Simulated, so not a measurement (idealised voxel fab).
Documented hereafter: the process module known as voxel capacitor over wiring.
This is section cut - it's 215 nm across, gridded in 5 nm square cells.
A cross-section is written here as square cells arranged in a grid, and it is given in bands from the top down, each band taking up one or more rows of cells.
A band entry consists of two parts. The first gives the height of the band's top and the height of its bottom, in nm. The rest lists the band's materials from left to right, each with its width in nm. A single material labelled with the word "throughout" fills the band from edge to edge, and the word "empty" marks empty space.
Heights are measured from 0, the level below which the as-received wafer is all one material; the lowest band has no bottom and continues downward, written as in "0 nm and below".
The width entry "30 to 40" should be interpreted row by row: the top row of cells in the band takes the first number, the bottom row takes the second number, and the change between adjacent rows is uniform throughout.
Basically "remained unchanged" means that step didn't change any cell in the cross-section.
The list in "Closed void catalog" covers empty spaces of 8 cells or more that cannot reach the top through any open way, and it gives each as width x height at distance; the distance is from the left edge, and width, height and distance are in nm.
Note: text after step settings on the step line = simulator remark on that step.
On any step carrying a mask, the "overlay nm" setting, if present on the step's line, tells how far right of its planned place the mask lay; negative values point to the left.

**List of planned process steps**
- 1: RECEIVE | material Si
- 2: CONFORMAL_DEP | material SiO2 | thk nm 5
- 3: CONFORMAL_DEP | material SiCN | thk nm 5
- 4: DIRECTIONAL_DEP | material SiO2 | thk nm 20
- 5: DIRECTIONAL_DEP | material aC | thk nm 15
- 6: PATTERN | tone open | mask id METAL_1 | material resist | width nm 20 | pitch nm 75 | thk nm 30 | overlay nm 0
- 7: DIRECTIONAL_ETCH | etch materials aC | depth nm 15
- 8: STRIP | etch materials resist
- 9: DIRECTIONAL_ETCH | etch materials SiO2 | depth nm 20
- 10: DIRECTIONAL_ETCH | etch materials SiCN | depth nm 5
- 11: STRIP | etch materials aC
- 12: CONFORMAL_DEP | material TiN | thk nm 5
- 13: FILL_DEP | material W | thk nm 10
- 14: CMP | height nm 40
- 15: EPI | material Ru | thk nm 5
- 16: FILL_DEP | material SiCN | thk nm 5
- 17: DIRECTIONAL_DEP | material SiO2 | thk nm 10
- 18: MASKED_ETCH | tone open | mask id PLUG_1 | width nm 15 | etch materials SiO2 | depth nm 10 | overlay nm 0
- 19: MASKED_ETCH | tone open | mask id PLUG_1 | width nm 15 | etch materials SiCN | depth nm 5 | overlay nm 0
- 20: EPI | material Ru | thk nm 10
- 21: EPI | material Ru | thk nm 5
- 22: DIRECTIONAL_DEP | material TiN | thk nm 10
- 23: DIRECTIONAL_DEP | material Al2O3 | thk nm 5
- 24: DIRECTIONAL_DEP | material TiN | thk nm 5
- 25: MASKED_ETCH | tone cover | mask id UPPER_PLATE | width nm 60 | etch materials TiN | depth nm 5 | overlay nm 0
- 26: MASKED_ETCH | tone cover | mask id UPPER_PLATE | width nm 60 | etch materials Al2O3 | depth nm 5 | overlay nm 0
- 27: PATTERN | tone cover | mask id LOWER_PLATE | material resist | width nm 70 | thk nm 20 | overlay nm 0
- 28: DIRECTIONAL_ETCH | etch materials TiN | depth nm 10
- 29: STRIP | etch materials resist
- 30: FILL_DEP | material SiO2 | thk nm 20
- 31: CMP | height nm 95
- 32: MASKED_ETCH | tone open | mask id PLUG_2 | width nm 15 | etch materials SiO2 | depth nm 15 | overlay nm 0
- 33: CONFORMAL_DEP | material TiN | thk nm 5
- 34: FILL_DEP | material Ru | thk nm 5
- 35: CMP | height nm 95
- 36: CONFORMAL_DEP | material SiCN | thk nm 5
The plan's step 2 thk nm is the first wafer's value; the wafers differ in this setting and start identical.

**Cut through the first of several wafers as received, post step 1**
> 0 nm and below = Si throughout
> Closed void catalog: none

**Shown in cross-section: the first of several wafers at the end of the module, after its last step, step 36**
> 100 nm to 95 nm = SiCN throughout
> 95 nm to 85 nm = SiO2 75 | TiN 5 | Ru 5 | TiN 5 | SiO2 125
> 85 nm to 75 nm = SiO2 75 to 65 | TiN 15 to 60 | SiO2 125 to 90
> 75 nm to 70 nm = SiO2 65 | Al2O3 60 | SiO2 90
> 70 nm to 60 nm = SiO2 60 | TiN 70 | SiO2 85
> 60 nm to 50 nm = SiO2 65 | Ru 15 | SiO2 135
> 50 nm to 45 nm = SiCN 65 | Ru 15 | SiCN 135
> 45 nm to 40 nm = Ru throughout
> 40 nm to 35 nm = W throughout
> 35 nm to 30 nm = TiN 65 | W 10 | TiN 65 | W 10 | TiN 65
> 30 nm to 10 nm = SiO2 60 | TiN 5 | W 10 | TiN 5 | SiO2 55 | TiN 5 | W 10 | TiN 5 | SiO2 60
> 10 nm to 5 nm = SiCN 60 | TiN 20 | SiCN 55 | TiN 20 | SiCN 60
> 5 nm to 0 nm = SiO2 throughout
> 0 nm and below = Si throughout
> Closed void catalog: none

**Cross-section at module completion, last wafer**
> 100 nm to 95 nm = SiCN throughout
> 95 nm to 85 nm = SiO2 75 | TiN 5 | Ru 5 | TiN 5 | SiO2 125
> 85 nm to 75 nm = SiO2 75 to 65 | TiN 15 to 60 | SiO2 125 to 90
> 75 nm to 70 nm = SiO2 65 | Al2O3 60 | SiO2 90
> 70 nm to 60 nm = SiO2 60 | TiN 70 | SiO2 85
> 60 nm to 50 nm = SiO2 65 | Ru 15 | SiO2 135
> 50 nm to 45 nm = SiCN 65 | Ru 15 | SiCN 135
> 45 nm to 40 nm = SiCN 55 | Ru 30 | SiCN 45 | Ru 30 | SiCN 55
> 40 nm to 35 nm = SiO2 60 | TiN 5 | W 10 | TiN 5 | SiO2 55 | TiN 5 | W 10 | TiN 5 | SiO2 60
> 35 nm to 30 nm = SiCN 60 | TiN 20 | SiCN 55 | TiN 20 | SiCN 60
> 30 nm to 0 nm = SiO2 throughout
> 0 nm and below = Si throughout
> Closed void catalog: none

**Every row in this table is a wafer at the end of the module, and it gives, for each of the materials, the cells that wafer has gained (+) or lost (-) since it was received, then its closed voids**
thk nm 5, +12 Al2O3, +54 Ru, +118 SiCN, +503 SiO2, +110 TiN, +63 W, Closed void catalog: none
thk nm 10, +12 Al2O3, +54 Ru, +118 SiCN, +546 SiO2, +110 TiN, +20 W, Closed void catalog: none
thk nm 15, +12 Al2O3, +23 Ru, +149 SiCN, +589 SiO2, +71 TiN, +16 W, Closed void catalog: none
thk nm 20, +12 Al2O3, +23 Ru, +149 SiCN, +597 SiO2, +67 TiN, +12 W, Closed void catalog: none
thk nm 25, +12 Al2O3, +23 Ru, +149 SiCN, +605 SiO2, +63 TiN, +8 W, Closed void catalog: none
thk nm 30, +12 Al2O3, +23 Ru, +149 SiCN, +613 SiO2, +59 TiN, +4 W, Closed void catalog: none
